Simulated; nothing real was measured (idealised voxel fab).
process module | voxel capacitor over wiring
cross-section cut | 235 nm wide | cells 5 nm
A cross-section is a grid of square cells, given in bands from the top down. A band is one or more rows of cells.
Each band's line starts with the height of the band's top and of its bottom, in nm. Then come its materials from left to right, each with its width in nm. One material with "throughout" fills the band from edge to edge. "air" is empty space.
Height 0 is the level under which the wafer as received is all one material. The lowest band goes on downwards, as in "0 down".
A width such as "30 to 40" changes by the same amount from each row of cells to the next, from the band's top row to its bottom row.
"no change" after a step means that no cell of the cross-section changed.
closed voids: empty space of 8 cells or more with no open way to the top, each as width x height at its distance from the left edge, in nm
after a step's settings: what the simulator itself notes on the step
overlay nm, on a step with a mask: how far to the right of its planned place the mask lay; to the left if negative
plan
1 op RECEIVE | material Si
2 op CONFORMAL_DEP | material SiO2 | thk nm 10
3 op CONFORMAL_DEP | material SiCN | thk nm 5
4 op DIRECTIONAL_DEP | material lowk | thk nm 15
5 op MASKED_ETCH | tone open | mask id METAL_1 | width nm 25 | pitch nm 90 | etch materials lowk | depth nm 15 | overlay nm 0
6 op MASKED_ETCH | tone open | mask id METAL_1 | width nm 25 | pitch nm 90 | etch materials SiCN | depth nm 5 | overlay nm 0
7 op CONFORMAL_DEP | material TiN | thk nm 5
8 op FILL_DEP | material Ru | thk nm 5
9 op CMP | height nm 30
10 op CONFORMAL_DEP | material SiCN | thk nm 5
11 op DIRECTIONAL_DEP | material SiO2 | thk nm 10
12 op DIRECTIONAL_DEP | material aC | thk nm 10
13 op PATTERN | tone open | mask id PLUG_1 | material resist | width nm 15 | thk nm 25 | overlay nm 0
14 op DIRECTIONAL_ETCH | etch materials aC | depth nm 10
15 op STRIP | etch materials resist
16 op DIRECTIONAL_ETCH | etch materials SiO2 | depth nm 10
17 op DIRECTIONAL_ETCH | etch materials SiCN | depth nm 5
18 op STRIP | etch materials aC
19 op EPI | material Ru | thk nm 10
20 op EPI | material Ru | thk nm 5
21 op DIRECTIONAL_DEP | material TiN | thk nm 10
22 op DIRECTIONAL_DEP | material Al2O3 | thk nm 5
23 op DIRECTIONAL_DEP | material TiN | thk nm 5
24 op MASKED_ETCH | tone cover | mask id UPPER_PLATE | width nm 70 | etch materials TiN | depth nm 5 | overlay nm 0
25 op MASKED_ETCH | tone cover | mask id UPPER_PLATE | width nm 70 | etch materials Al2O3 | depth nm 5 | overlay nm 0
26 op MASKED_ETCH | tone cover | mask id LOWER_PLATE | width nm 80 | etch materials TiN | depth nm 10 | overlay nm 0
27 op FILL_DEP | material SiO2 | thk nm 20
28 op CMP | height nm 80
29 op MASKED_ETCH | tone open | mask id PLUG_2 | width nm 15 | etch materials SiO2 | depth nm 15 | overlay nm 0
30 op CONFORMAL_DEP | material TiN | thk nm 5
31 op FILL_DEP | material W | thk nm 10
32 op CMP | height nm 80
33 op CONFORMAL_DEP | material SiN | thk nm 5
as received, after step 1
  0 down: Si throughout
  closed voids: none
a wafer at the end: this start, this plan, one mistake
  85 to 80: SiN throughout
  80 to 70: SiO2 80 | TiN 5 | W 5 | TiN 5 | SiO2 140
  70 to 60: SiO2 80 to 85 | TiN 15 to 55 | SiO2 140 to 95
  60 to 55: SiO2 85 | Al2O3 55 | SiO2 95
  55 to 50: SiO2 65 | TiN 80 | SiO2 90
  50 to 45: SiO2 65 | TiN 5 | Al2O3 15 | TiN 60 | SiO2 90
  45 to 35: SiO2 70 | TiN 15 | SiO2 150
  35 to 30: SiCN 70 | Ru 15 | SiCN 150
  30 to 15: lowk 60 | TiN 5 | Ru 15 | TiN 5 | lowk 65 | TiN 5 | Ru 15 | TiN 5 | lowk 60
  15 to 10: SiCN 60 | TiN 25 | SiCN 65 | TiN 25 | SiCN 60
  10 to 0: SiO2 throughout
  0 down: Si throughout
  closed voids: none
what went wrong: step 19 was left out
